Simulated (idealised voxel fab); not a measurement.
voxel transistor to metal: a process module
FYI the section here is cut, 175 nm wide, cells are 5 nm squares.
Cross-section format: a grid of square cells, given as bands from top to bottom; each band is one or more rows of cells. A band entry consists of two parts. The first gives the height of the band's top and the height of its bottom, in nm. The rest lists the band's materials from left to right, each with its width in nm. A single material labelled with the word "everywhere" fills the band from edge to edge, and the word "blank" marks empty space. A quick word on heights: they are counted from 0, and under that level the wafer as it came to us is one material throughout. The lowest band is different from the rest in having no bottom; it simply continues downward, written as in "0 nm and below". The notation "30->40" denotes a width that varies across the rows of cells in the band, beginning at the first number in the top row, finishing at the second number in the bottom row, and changing by an identical amount from each row to the next. "no alterations made" after a step means that no cell of the cross-section changed. So "Closed void table" is basically the list of trapped voids: any empty space of 8 cells or more that can't reach the top through an opening. They're written width x height at distance, the distance being from the left edge, and it's all nm. Heads up: the bit after the settings on a step's line is the simulator's remark on that step. If you see "overlay nm" on a step's line and that step has a mask, it's telling you how far right of where it was planned the mask ended up; a negative number means it went left instead.

## The process steps that were planned are listed below
- 1: RECEIVE: material Si
- 2: OXIDIZE: depth nm 5
- 3: CONFORMAL_DEP: material SiN, thk nm 15
- 4: MASKED_ETCH: tone cover, mask id ACTIVE, width nm 105, etch materials SiN, depth nm 15, overlay nm 0
- 5: MASKED_ETCH: tone cover, mask id ACTIVE, width nm 105, etch materials SiO2, depth nm 5, overlay nm 0
- 6: MASKED_ETCH: tone cover, mask id ACTIVE, width nm 105, etch materials Si, depth nm 25, overlay nm 0
- 7: OXIDIZE: depth nm 5
- 8: FILL_DEP: material SiO2, thk nm 5
- 9: CMP: height nm 15
- 10: SELECTIVE_ETCH: etch materials SiO2, depth nm 15
- 11: STRIP: etch materials SiN
- 12: SELECTIVE_ETCH: etch materials SiO2, depth nm 5
- 13: OXIDIZE: depth nm 5
- 14: DIRECTIONAL_DEP: material polySi, thk nm 20
- 15: DIRECTIONAL_DEP: material SiCN, thk nm 10
- 16: DIRECTIONAL_DEP: material aC, thk nm 15
- 17: PATTERN: tone cover, mask id GATE, material resist, width nm 35, thk nm 35, overlay nm 0
- 18: DIRECTIONAL_ETCH: etch materials aC, depth nm 15
- 19: STRIP: etch materials resist
- 20: DIRECTIONAL_ETCH: etch materials SiCN, depth nm 20
- 21: DIRECTIONAL_ETCH: etch materials polySi, depth nm 30
- 22: STRIP: etch materials aC
- 23: CONFORMAL_DEP: material SiN, thk nm 5
- 24: DIRECTIONAL_ETCH: etch materials SiN, depth nm 5
- 25: DIRECTIONAL_ETCH: etch materials SiO2, depth nm 5
- 26: DIRECTIONAL_ETCH: etch materials Si, depth nm 10
- 27: EPI: material SiGe, thk nm 15
- 28: FILL_DEP: material SiO2, thk nm 5
- 29: CMP: height nm 15
- 30: STRIP: etch materials polySi
- 31: SELECTIVE_ETCH: etch materials SiO2, depth nm 5
- 32: CONFORMAL_DEP: material HfO2, thk nm 5
- 33: CONFORMAL_DEP: material TiN, thk nm 5
- 34: FILL_DEP: material W, thk nm 5
- 35: CMP: height nm 10
- 36: DIRECTIONAL_DEP: material SiO2, thk nm 15
- 37: MASKED_ETCH: tone open, mask id CONTACT, width nm 15, pitch nm 80, etch materials SiO2, depth nm 30, overlay nm 0
- 38: CONFORMAL_DEP: material TiN, thk nm 5
- 39: FILL_DEP: material W, thk nm 5
- 40: CMP: height nm 25
- 41: DIRECTIONAL_DEP: material TiN, thk nm 5
- 42: DIRECTIONAL_DEP: material W, thk nm 15
- 43: MASKED_ETCH: tone cover, mask id METAL_1, width nm 15, pitch nm 80, etch materials W, depth nm 15, overlay nm 0
- 44: MASKED_ETCH: tone cover, mask id METAL_1, width nm 15, pitch nm 80, etch materials TiN, depth nm 5, overlay nm 0
- 45: CONFORMAL_DEP: material SiCN, thk nm 5
- 46: FILL_DEP: material lowk, thk nm 5
- 47: CMP: height nm 45
- 48: CONFORMAL_DEP: material SiCN, thk nm 5
- 49: DIRECTIONAL_DEP: material SiO2, thk nm 30
- 50: PATTERN: tone open, mask id METAL_2, material resist, width nm 15, pitch nm 80, thk nm 15, overlay nm 0
- 51: DIRECTIONAL_ETCH: etch materials SiO2, depth nm 15
- 52: STRIP: etch materials resist
- 53: DIRECTIONAL_DEP: material aC, thk nm 10
- 54: PATTERN: tone open, mask id METAL_2_HOLES, material resist, width nm 15, pitch nm 80, thk nm 30, overlay nm 0
- 55: DIRECTIONAL_ETCH: etch materials aC, depth nm 10
- 56: STRIP: etch materials resist
- 57: DIRECTIONAL_ETCH: etch materials SiO2, depth nm 15
- 58: DIRECTIONAL_ETCH: etch materials SiCN, depth nm 5
- 59: STRIP: etch materials aC
- 60: CONFORMAL_DEP: material TiN, thk nm 5
- 61: FILL_DEP: material Cu, thk nm 10
- 62: CMP: height nm 80
- 63: CONFORMAL_DEP: material SiCN, thk nm 5

## The first wafer of two, processed as planned

## Step 1 complete: cross-section of the wafer as received
	0 nm and below = Si everywhere
	Closed void table: none

## Presented here is a cross-section of the wafer after step 2 has been performed
	0 nm to -5 nm = SiO2 everywhere
	Nothing below the height -5 has changed.

## Presented here is a cross-section of the wafer after step 3 has been performed
	15 nm to 0 nm = SiN everywhere
	Nothing below the height 0 has changed.

## Presented here is a cross-section of the wafer after step 4 has been performed
	15 nm to 0 nm = 35 blank, then 105 SiN, then 35 blank
	Nothing below the height 0 has changed.

## Presented here is a cross-section of the wafer after step 5 has been performed
	15 nm to 0 nm = 35 blank, then 105 SiN, then 35 blank
	0 nm to -5 nm = 35 blank, then 105 SiO2, then 35 blank
	Nothing below the height -5 has changed.

## Presented here is a cross-section of the wafer after step 6 has been performed
	15 nm to 0 nm = 35 blank, then 105 SiN, then 35 blank
	0 nm to -5 nm = 35 blank, then 105 SiO2, then 35 blank
	-5 nm to -30 nm = 35 blank, then 105 Si, then 35 blank
	Nothing below the height -30 has changed.

## Presented here is a cross-section of the wafer after step 7 has been performed
	15 nm to 0 nm = 35 blank, then 105 SiN, then 35 blank
	0 nm to -5 nm = 35 blank, then 105 SiO2, then 35 blank
	-5 nm to -30 nm = 35 blank, then 5 SiO2, then 95 Si, then 5 SiO2, then 35 blank
	-30 nm to -35 nm = 40 SiO2, then 95 Si, then 40 SiO2
	Nothing below the height -35 has changed.

## Presented here is a cross-section of the wafer after step 8 has been performed
	20 nm to 15 nm = SiO2 everywhere
	15 nm to 0 nm = 35 SiO2, then 105 SiN, then 35 SiO2
	0 nm to -5 nm = SiO2 everywhere
	-5 nm to -35 nm = 40 SiO2, then 95 Si, then 40 SiO2
	Nothing below the height -35 has changed.

## Presented here is a cross-section of the wafer after step 9 has been performed
	15 nm to 0 nm = 35 SiO2, then 105 SiN, then 35 SiO2
	Nothing below the height 0 has changed.

## Presented here is a cross-section of the wafer after step 10 has been performed
	15 nm to 0 nm = 35 blank, then 105 SiN, then 35 blank
	Nothing below the height 0 has changed.

## Presented here is a cross-section of the wafer after step 11 has been performed
	0 nm to -5 nm = SiO2 everywhere
	Nothing below the height -5 has changed.

## Presented here is a cross-section of the wafer after step 12 has been performed
	-5 nm to -35 nm = 40 SiO2, then 95 Si, then 40 SiO2
	Nothing below the height -35 has changed.

## Presented here is a cross-section of the wafer after step 13 has been performed
	-5 nm to -10 nm = SiO2 everywhere
	Nothing below the height -10 has changed.

## Presented here is a cross-section of the wafer after step 14 has been performed
	15 nm to -5 nm = polySi everywhere
	Nothing below the height -5 has changed.

## Presented here is a cross-section of the wafer after step 15 has been performed
	25 nm to 15 nm = SiCN everywhere
	Nothing below the height 15 has changed.

## Presented here is a cross-section of the wafer after step 16 has been performed
	40 nm to 25 nm = aC everywhere
	Nothing below the height 25 has changed.

## Presented here is a cross-section of the wafer after step 17 has been performed
	75 nm to 40 nm = 70 blank, then 35 resist, then 70 blank
	Nothing below the height 40 has changed.

## Presented here is a cross-section of the wafer after step 18 has been performed
	60 nm to 40 nm = 70 blank, then 35 resist, then 70 blank
	40 nm to 25 nm = 70 blank, then 35 aC, then 70 blank
	Nothing below the height 25 has changed.

## Presented here is a cross-section of the wafer after step 19 has been performed
	40 nm to 25 nm = 70 blank, then 35 aC, then 70 blank
	Nothing below the height 25 has changed.

## Presented here is a cross-section of the wafer after step 20 has been performed
	40 nm to 25 nm = 70 blank, then 35 aC, then 70 blank
	25 nm to 15 nm = 70 blank, then 35 SiCN, then 70 blank
	Nothing below the height 15 has changed.

## Presented here is a cross-section of the wafer after step 21 has been performed
	40 nm to 25 nm = 70 blank, then 35 aC, then 70 blank
	25 nm to 15 nm = 70 blank, then 35 SiCN, then 70 blank
	15 nm to -5 nm = 70 blank, then 35 polySi, then 70 blank
	Nothing below the height -5 has changed.

## Presented here is a cross-section of the wafer after step 22 has been performed
	25 nm to 15 nm = 70 blank, then 35 SiCN, then 70 blank
	Nothing below the height 15 has changed.

## Presented here is a cross-section of the wafer after step 23 has been performed
	30 nm to 25 nm = 65 blank, then 45 SiN, then 65 blank
	25 nm to 15 nm = 65 blank, then 5 SiN, then 35 SiCN, then 5 SiN, then 65 blank
	15 nm to 0 nm = 65 blank, then 5 SiN, then 35 polySi, then 5 SiN, then 65 blank
	0 nm to -5 nm = 70 SiN, then 35 polySi, then 70 SiN
	Nothing below the height -5 has changed.

## Presented here is a cross-section of the wafer after step 24 has been performed
	25 nm to 15 nm = 65 blank, then 5 SiN, then 35 SiCN, then 5 SiN, then 65 blank
	15 nm to -5 nm = 65 blank, then 5 SiN, then 35 polySi, then 5 SiN, then 65 blank
	Nothing below the height -5 has changed.

## Presented here is a cross-section of the wafer after step 25 has been performed
	25 nm to 15 nm = 65 blank, then 5 SiN, then 35 SiCN, then 5 SiN, then 65 blank
	15 nm to -5 nm = 65 blank, then 5 SiN, then 35 polySi, then 5 SiN, then 65 blank
	-5 nm to -10 nm = 65 blank, then 45 SiO2, then 65 blank
	Nothing below the height -10 has changed.

## Presented here is a cross-section of the wafer after step 26 has been performed
	25 nm to 15 nm = 65 blank, then 5 SiN, then 35 SiCN, then 5 SiN, then 65 blank
	15 nm to -5 nm = 65 blank, then 5 SiN, then 35 polySi, then 5 SiN, then 65 blank
	-5 nm to -10 nm = 65 blank, then 45 SiO2, then 65 blank
	-10 nm to -20 nm = 40 SiO2, then 25 blank, then 45 Si, then 25 blank, then 40 SiO2
	Nothing below the height -20 has changed.

## Presented here is a cross-section of the wafer after step 27 has been performed
	25 nm to 15 nm = 65 blank, then 5 SiN, then 35 SiCN, then 5 SiN, then 65 blank
	15 nm to 5 nm = 65 blank, then 5 SiN, then 35 polySi, then 5 SiN, then 65 blank
	5 nm to -5 nm = 50 blank, then 15 SiGe, then 5 SiN, then 35 polySi, then 5 SiN, then 15 SiGe, then 50 blank
	-5 nm to -10 nm = 35 blank, then 30 SiGe, then 45 SiO2, then 30 SiGe, then 35 blank
	-10 nm to -20 nm = 40 SiO2, then 25 SiGe, then 45 Si, then 25 SiGe, then 40 SiO2
	Nothing below the height -20 has changed.

## Presented here is a cross-section of the wafer after step 28 has been performed
	30 nm to 25 nm = SiO2 everywhere
	25 nm to 15 nm = 65 SiO2, then 5 SiN, then 35 SiCN, then 5 SiN, then 65 SiO2
	15 nm to 5 nm = 65 SiO2, then 5 SiN, then 35 polySi, then 5 SiN, then 65 SiO2
	5 nm to -5 nm = 50 SiO2, then 15 SiGe, then 5 SiN, then 35 polySi, then 5 SiN, then 15 SiGe, then 50 SiO2
	-5 nm to -10 nm = 35 SiO2, then 30 SiGe, then 45 SiO2, then 30 SiGe, then 35 SiO2
	Nothing below the height -10 has changed.

## Presented here is a cross-section of the wafer after step 29 has been performed
	15 nm to 5 nm = 65 SiO2, then 5 SiN, then 35 polySi, then 5 SiN, then 65 SiO2
	Nothing below the height 5 has changed.

## Presented here is a cross-section of the wafer after step 30 has been performed
	15 nm to 5 nm = 65 SiO2, then 5 SiN, then 35 blank, then 5 SiN, then 65 SiO2
	5 nm to -5 nm = 50 SiO2, then 15 SiGe, then 5 SiN, then 35 blank, then 5 SiN, then 15 SiGe, then 50 SiO2
	Nothing below the height -5 has changed.

## Presented here is a cross-section of the wafer after step 31 has been performed
	15 nm to 10 nm = 65 blank, then 5 SiN, then 35 blank, then 5 SiN, then 65 blank
	10 nm to 5 nm = 65 SiO2, then 5 SiN, then 35 blank, then 5 SiN, then 65 SiO2
	5 nm to -5 nm = 50 SiO2, then 15 SiGe, then 5 SiN, then 35 blank, then 5 SiN, then 15 SiGe, then 50 SiO2
	-5 nm to -10 nm = 35 SiO2, then 30 SiGe, then 45 blank, then 30 SiGe, then 35 SiO2
	Nothing below the height -10 has changed.

## Presented here is a cross-section of the wafer after step 32 has been performed
	20 nm to 15 nm = 60 blank, then 15 HfO2, then 25 blank, then 15 HfO2, then 60 blank
	15 nm to 10 nm = 65 HfO2, then 5 SiN, then 5 HfO2, then 25 blank, then 5 HfO2, then 5 SiN, then 65 HfO2
	10 nm to 5 nm = 65 SiO2, then 5 SiN, then 5 HfO2, then 25 blank, then 5 HfO2, then 5 SiN, then 65 SiO2
	5 nm to -5 nm = 50 SiO2, then 15 SiGe, then 5 SiN, then 5 HfO2, then 25 blank, then 5 HfO2, then 5 SiN, then 15 SiGe, then 50 SiO2
	-5 nm to -10 nm = 35 SiO2, then 30 SiGe, then 45 HfO2, then 30 SiGe, then 35 SiO2
	Nothing below the height -10 has changed.

## Presented here is a cross-section of the wafer after step 33 has been performed
	25 nm to 20 nm = 55 blank, then 25 TiN, then 15 blank, then 25 TiN, then 55 blank
	20 nm to 15 nm = 60 TiN, then 15 HfO2, then 5 TiN, then 15 blank, then 5 TiN, then 15 HfO2, then 60 TiN
	15 nm to 10 nm = 65 HfO2, then 5 SiN, then 5 HfO2, then 5 TiN, then 15 blank, then 5 TiN, then 5 HfO2, then 5 SiN, then 65 HfO2
	10 nm to 5 nm = 65 SiO2, then 5 SiN, then 5 HfO2, then 5 TiN, then 15 blank, then 5 TiN, then 5 HfO2, then 5 SiN, then 65 SiO2
	5 nm to 0 nm = 50 SiO2, then 15 SiGe, then 5 SiN, then 5 HfO2, then 5 TiN, then 15 blank, then 5 TiN, then 5 HfO2, then 5 SiN, then 15 SiGe, then 50 SiO2
	0 nm to -5 nm = 50 SiO2, then 15 SiGe, then 5 SiN, then 5 HfO2, then 25 TiN, then 5 HfO2, then 5 SiN, then 15 SiGe, then 50 SiO2
	Nothing below the height -5 has changed.

## Presented here is a cross-section of the wafer after step 34 has been performed
	30 nm to 25 nm = W everywhere
	25 nm to 20 nm = 55 W, then 25 TiN, then 15 W, then 25 TiN, then 55 W
	20 nm to 15 nm = 60 TiN, then 15 HfO2, then 5 TiN, then 15 W, then 5 TiN, then 15 HfO2, then 60 TiN
	15 nm to 10 nm = 65 HfO2, then 5 SiN, then 5 HfO2, then 5 TiN, then 15 W, then 5 TiN, then 5 HfO2, then 5 SiN, then 65 HfO2
	10 nm to 5 nm = 65 SiO2, then 5 SiN, then 5 HfO2, then 5 TiN, then 15 W, then 5 TiN, then 5 HfO2, then 5 SiN, then 65 SiO2
	5 nm to 0 nm = 50 SiO2, then 15 SiGe, then 5 SiN, then 5 HfO2, then 5 TiN, then 15 W, then 5 TiN, then 5 HfO2, then 5 SiN, then 15 SiGe, then 50 SiO2
	Nothing below the height 0 has changed.

## Presented here is a cross-section of the wafer after step 35 has been performed
	10 nm to 5 nm = 65 SiO2, then 5 SiN, then 5 HfO2, then 5 TiN, then 15 W, then 5 TiN, then 5 HfO2, then 5 SiN, then 65 SiO2
	Nothing below the height 5 has changed.

## Presented here is a cross-section of the wafer after step 36 has been performed
	25 nm to 10 nm = SiO2 everywhere
	Nothing below the height 10 has changed.

## Presented here is a cross-section of the wafer after step 37 has been performed
	25 nm to 10 nm = 40 SiO2, then 15 blank, then 65 SiO2, then 15 blank, then 40 SiO2
	10 nm to 5 nm = 40 SiO2, then 15 blank, then 10 SiO2, then 5 SiN, then 5 HfO2, then 5 TiN, then 15 W, then 5 TiN, then 5 HfO2, then 5 SiN, then 10 SiO2, then 15 blank, then 40 SiO2
	5 nm to 0 nm = 40 SiO2, then 10 blank, then 15 SiGe, then 5 SiN, then 5 HfO2, then 5 TiN, then 15 W, then 5 TiN, then 5 HfO2, then 5 SiN, then 15 SiGe, then 10 blank, then 40 SiO2
	0 nm to -5 nm = 40 SiO2, then 10 blank, then 15 SiGe, then 5 SiN, then 5 HfO2, then 25 TiN, then 5 HfO2, then 5 SiN, then 15 SiGe, then 10 blank, then 40 SiO2
	Nothing below the height -5 has changed.

## Presented here is a cross-section of the wafer after step 38 has been performed
	30 nm to 25 nm = 45 TiN, then 5 blank, then 75 TiN, then 5 blank, then 45 TiN
	25 nm to 10 nm = 40 SiO2, then 5 TiN, then 5 blank, then 5 TiN, then 65 SiO2, then 5 TiN, then 5 blank, then 5 TiN, then 40 SiO2
	10 nm to 5 nm = 40 SiO2, then 15 TiN, then 10 SiO2, then 5 SiN, then 5 HfO2, then 5 TiN, then 15 W, then 5 TiN, then 5 HfO2, then 5 SiN, then 10 SiO2, then 15 TiN, then 40 SiO2
	5 nm to 0 nm = 40 SiO2, then 10 TiN, then 15 SiGe, then 5 SiN, then 5 HfO2, then 5 TiN, then 15 W, then 5 TiN, then 5 HfO2, then 5 SiN, then 15 SiGe, then 10 TiN, then 40 SiO2
	0 nm to -5 nm = 40 SiO2, then 10 TiN, then 15 SiGe, then 5 SiN, then 5 HfO2, then 25 TiN, then 5 HfO2, then 5 SiN, then 15 SiGe, then 10 TiN, then 40 SiO2
	Nothing below the height -5 has changed.

## Presented here is a cross-section of the wafer after step 39 has been performed
	35 nm to 30 nm = W everywhere
	30 nm to 25 nm = 45 TiN, then 5 W, then 75 TiN, then 5 W, then 45 TiN
	25 nm to 10 nm = 40 SiO2, then 5 TiN, then 5 W, then 5 TiN, then 65 SiO2, then 5 TiN, then 5 W, then 5 TiN, then 40 SiO2
	Nothing below the height 10 has changed.

## Presented here is a cross-section of the wafer after step 40 has been performed
	25 nm to 10 nm = 40 SiO2, then 5 TiN, then 5 W, then 5 TiN, then 65 SiO2, then 5 TiN, then 5 W, then 5 TiN, then 40 SiO2
	Nothing below the height 10 has changed.

## Presented here is a cross-section of the wafer after step 41 has been performed
	30 nm to 25 nm = TiN everywhere
	Nothing below the height 25 has changed.

## Presented here is a cross-section of the wafer after step 42 has been performed
	45 nm to 30 nm = W everywhere
	Nothing below the height 30 has changed.

## Presented here is a cross-section of the wafer after step 43 has been performed
	45 nm to 30 nm = 40 blank, then 15 W, then 65 blank, then 15 W, then 40 blank
	Nothing below the height 30 has changed.

## Presented here is a cross-section of the wafer after step 44 has been performed
	45 nm to 30 nm = 40 blank, then 15 W, then 65 blank, then 15 W, then 40 blank
	30 nm to 25 nm = 40 blank, then 15 TiN, then 65 blank, then 15 TiN, then 40 blank
	Nothing below the height 25 has changed.

## Presented here is a cross-section of the wafer after step 45 has been performed
	50 nm to 45 nm = 35 blank, then 25 SiCN, then 55 blank, then 25 SiCN, then 35 blank
	45 nm to 30 nm = 35 blank, then 5 SiCN, then 15 W, then 5 SiCN, then 55 blank, then 5 SiCN, then 15 W, then 5 SiCN, then 35 blank
	30 nm to 25 nm = 40 SiCN, then 15 TiN, then 65 SiCN, then 15 TiN, then 40 SiCN
	Nothing below the height 25 has changed.

## Presented here is a cross-section of the wafer after step 46 has been performed
	55 nm to 50 nm = lowk everywhere
	50 nm to 45 nm = 35 lowk, then 25 SiCN, then 55 lowk, then 25 SiCN, then 35 lowk
	45 nm to 30 nm = 35 lowk, then 5 SiCN, then 15 W, then 5 SiCN, then 55 lowk, then 5 SiCN, then 15 W, then 5 SiCN, then 35 lowk
	Nothing below the height 30 has changed.

## Presented here is a cross-section of the wafer after step 47 has been performed
	45 nm to 30 nm = 35 lowk, then 5 SiCN, then 15 W, then 5 SiCN, then 55 lowk, then 5 SiCN, then 15 W, then 5 SiCN, then 35 lowk
	Nothing below the height 30 has changed.

## Presented here is a cross-section of the wafer after step 48 has been performed
	50 nm to 45 nm = SiCN everywhere
	Nothing below the height 45 has changed.

## Presented here is a cross-section of the wafer after step 49 has been performed
	80 nm to 50 nm = SiO2 everywhere
	Nothing below the height 50 has changed.

## Presented here is a cross-section of the wafer after step 50 has been performed
	95 nm to 80 nm = 40 resist, then 15 blank, then 65 resist, then 15 blank, then 40 resist
	Nothing below the height 80 has changed.

## Presented here is a cross-section of the wafer after step 51 has been performed
	95 nm to 80 nm = 40 resist, then 15 blank, then 65 resist, then 15 blank, then 40 resist
	80 nm to 65 nm = 40 SiO2, then 15 blank, then 65 SiO2, then 15 blank, then 40 SiO2
	Nothing below the height 65 has changed.

## Presented here is a cross-section of the wafer after step 52 has been performed
	80 nm to 65 nm = 40 SiO2, then 15 blank, then 65 SiO2, then 15 blank, then 40 SiO2
	Nothing below the height 65 has changed.

## Presented here is a cross-section of the wafer after step 53 has been performed
	90 nm to 80 nm = 40 aC, then 15 blank, then 65 aC, then 15 blank, then 40 aC
	80 nm to 75 nm = 40 SiO2, then 15 blank, then 65 SiO2, then 15 blank, then 40 SiO2
	75 nm to 65 nm = 40 SiO2, then 15 aC, then 65 SiO2, then 15 aC, then 40 SiO2
	Nothing below the height 65 has changed.

## Presented here is a cross-section of the wafer after step 54 has been performed
	120 nm to 90 nm = 40 resist, then 15 blank, then 65 resist, then 15 blank, then 40 resist
	Nothing below the height 90 has changed.

## Presented here is a cross-section of the wafer after step 55 has been performed
	110 nm to 90 nm = 40 resist, then 15 blank, then 65 resist, then 15 blank, then 40 resist
	90 nm to 80 nm = 40 aC, then 15 blank, then 65 aC, then 15 blank, then 40 aC
	80 nm to 65 nm = 40 SiO2, then 15 blank, then 65 SiO2, then 15 blank, then 40 SiO2
	Nothing below the height 65 has changed.

## Presented here is a cross-section of the wafer after step 56 has been performed
	90 nm to 80 nm = 40 aC, then 15 blank, then 65 aC, then 15 blank, then 40 aC
	Nothing below the height 80 has changed.

## Presented here is a cross-section of the wafer after step 57 has been performed
	90 nm to 80 nm = 40 aC, then 15 blank, then 65 aC, then 15 blank, then 40 aC
	80 nm to 50 nm = 40 SiO2, then 15 blank, then 65 SiO2, then 15 blank, then 40 SiO2
	Nothing below the height 50 has changed.

## Presented here is a cross-section of the wafer after step 58 has been performed
	90 nm to 80 nm = 40 aC, then 15 blank, then 65 aC, then 15 blank, then 40 aC
	80 nm to 50 nm = 40 SiO2, then 15 blank, then 65 SiO2, then 15 blank, then 40 SiO2
	50 nm to 45 nm = 40 SiCN, then 15 blank, then 65 SiCN, then 15 blank, then 40 SiCN
	Nothing below the height 45 has changed.

## Presented here is a cross-section of the wafer after step 59 has been performed
	80 nm to 50 nm = 40 SiO2, then 15 blank, then 65 SiO2, then 15 blank, then 40 SiO2
	Nothing below the height 50 has changed.

## Presented here is a cross-section of the wafer after step 60 has been performed
	85 nm to 80 nm = 45 TiN, then 5 blank, then 75 TiN, then 5 blank, then 45 TiN
	80 nm to 50 nm = 40 SiO2, then 5 TiN, then 5 blank, then 5 TiN, then 65 SiO2, then 5 TiN, then 5 blank, then 5 TiN, then 40 SiO2
	50 nm to 45 nm = 40 SiCN, then 15 TiN, then 65 SiCN, then 15 TiN, then 40 SiCN
	Nothing below the height 45 has changed.

## Presented here is a cross-section of the wafer after step 61 has been performed
	95 nm to 85 nm = Cu everywhere
	85 nm to 80 nm = 45 TiN, then 5 Cu, then 75 TiN, then 5 Cu, then 45 TiN
	80 nm to 50 nm = 40 SiO2, then 5 TiN, then 5 Cu, then 5 TiN, then 65 SiO2, then 5 TiN, then 5 Cu, then 5 TiN, then 40 SiO2
	Nothing below the height 50 has changed.

## Presented here is a cross-section of the wafer after step 62 has been performed
	80 nm to 50 nm = 40 SiO2, then 5 TiN, then 5 Cu, then 5 TiN, then 65 SiO2, then 5 TiN, then 5 Cu, then 5 TiN, then 40 SiO2
	Nothing below the height 50 has changed.

## Presented here is a cross-section of the wafer after step 63 has been performed
	85 nm to 80 nm = SiCN everywhere
	Nothing below the height 80 has changed.

## Companion wafer, the second of two: same beginning, same intended sequence, one mistake in carrying it out; through step 48 inclusive it tracks the first exactly

## X-section, second wafer, when step 49 was due to finish
	110 nm to 50 nm = SiO2 everywhere
	Nothing below the height 50 has changed.

## X-section, second wafer, when step 50 was due to finish
	125 nm to 110 nm = 40 resist, then 15 blank, then 65 resist, then 15 blank, then 40 resist
	Nothing below the height 110 has changed.

## X-section, second wafer, when step 51 was due to finish
	125 nm to 110 nm = 40 resist, then 15 blank, then 65 resist, then 15 blank, then 40 resist
	110 nm to 95 nm = 40 SiO2, then 15 blank, then 65 SiO2, then 15 blank, then 40 SiO2
	Nothing below the height 95 has changed.

## X-section, second wafer, when step 52 was due to finish
	110 nm to 95 nm = 40 SiO2, then 15 blank, then 65 SiO2, then 15 blank, then 40 SiO2
	Nothing below the height 95 has changed.

## X-section, second wafer, when step 53 was due to finish
	120 nm to 110 nm = 40 aC, then 15 blank, then 65 aC, then 15 blank, then 40 aC
	110 nm to 105 nm = 40 SiO2, then 15 blank, then 65 SiO2, then 15 blank, then 40 SiO2
	105 nm to 95 nm = 40 SiO2, then 15 aC, then 65 SiO2, then 15 aC, then 40 SiO2
	Nothing below the height 95 has changed.

## X-section, second wafer, when step 54 was due to finish
	150 nm to 120 nm = 40 resist, then 15 blank, then 65 resist, then 15 blank, then 40 resist
	Nothing below the height 120 has changed.

## X-section, second wafer, when step 55 was due to finish
	140 nm to 120 nm = 40 resist, then 15 blank, then 65 resist, then 15 blank, then 40 resist
	120 nm to 110 nm = 40 aC, then 15 blank, then 65 aC, then 15 blank, then 40 aC
	110 nm to 95 nm = 40 SiO2, then 15 blank, then 65 SiO2, then 15 blank, then 40 SiO2
	Nothing below the height 95 has changed.

## X-section, second wafer, when step 56 was due to finish
	120 nm to 110 nm = 40 aC, then 15 blank, then 65 aC, then 15 blank, then 40 aC
	Nothing below the height 110 has changed.

## X-section, second wafer, when step 57 was due to finish
	120 nm to 110 nm = 40 aC, then 15 blank, then 65 aC, then 15 blank, then 40 aC
	110 nm to 80 nm = 40 SiO2, then 15 blank, then 65 SiO2, then 15 blank, then 40 SiO2
	Nothing below the height 80 has changed.

X-section, second wafer, when step 58 was due to finish: no alterations made

## X-section, second wafer, when step 59 was due to finish
	110 nm to 80 nm = 40 SiO2, then 15 blank, then 65 SiO2, then 15 blank, then 40 SiO2
	Nothing below the height 80 has changed.

## X-section, second wafer, when step 60 was due to finish
	115 nm to 110 nm = 45 TiN, then 5 blank, then 75 TiN, then 5 blank, then 45 TiN
	110 nm to 85 nm = 40 SiO2, then 5 TiN, then 5 blank, then 5 TiN, then 65 SiO2, then 5 TiN, then 5 blank, then 5 TiN, then 40 SiO2
	85 nm to 80 nm = 40 SiO2, then 15 TiN, then 65 SiO2, then 15 TiN, then 40 SiO2
	Nothing below the height 80 has changed.

## X-section, second wafer, when step 61 was due to finish
	125 nm to 115 nm = Cu everywhere
	115 nm to 110 nm = 45 TiN, then 5 Cu, then 75 TiN, then 5 Cu, then 45 TiN
	110 nm to 85 nm = 40 SiO2, then 5 TiN, then 5 Cu, then 5 TiN, then 65 SiO2, then 5 TiN, then 5 Cu, then 5 TiN, then 40 SiO2
	Nothing below the height 85 has changed.

## X-section, second wafer, when step 62 was due to finish
	80 nm to 50 nm = SiO2 everywhere
	Nothing below the height 50 has changed.

## X-section, second wafer, when step 63 was due to finish
	85 nm to 80 nm = SiCN everywhere
	Nothing below the height 80 has changed.
Nonconformance to the process plan: the plan's step 49 ran twice
Final comparison by cell count, materials where the second wafer has more or fewer than the first: -12 Cu; +6 SiCN; +36 SiO2; -30 TiN
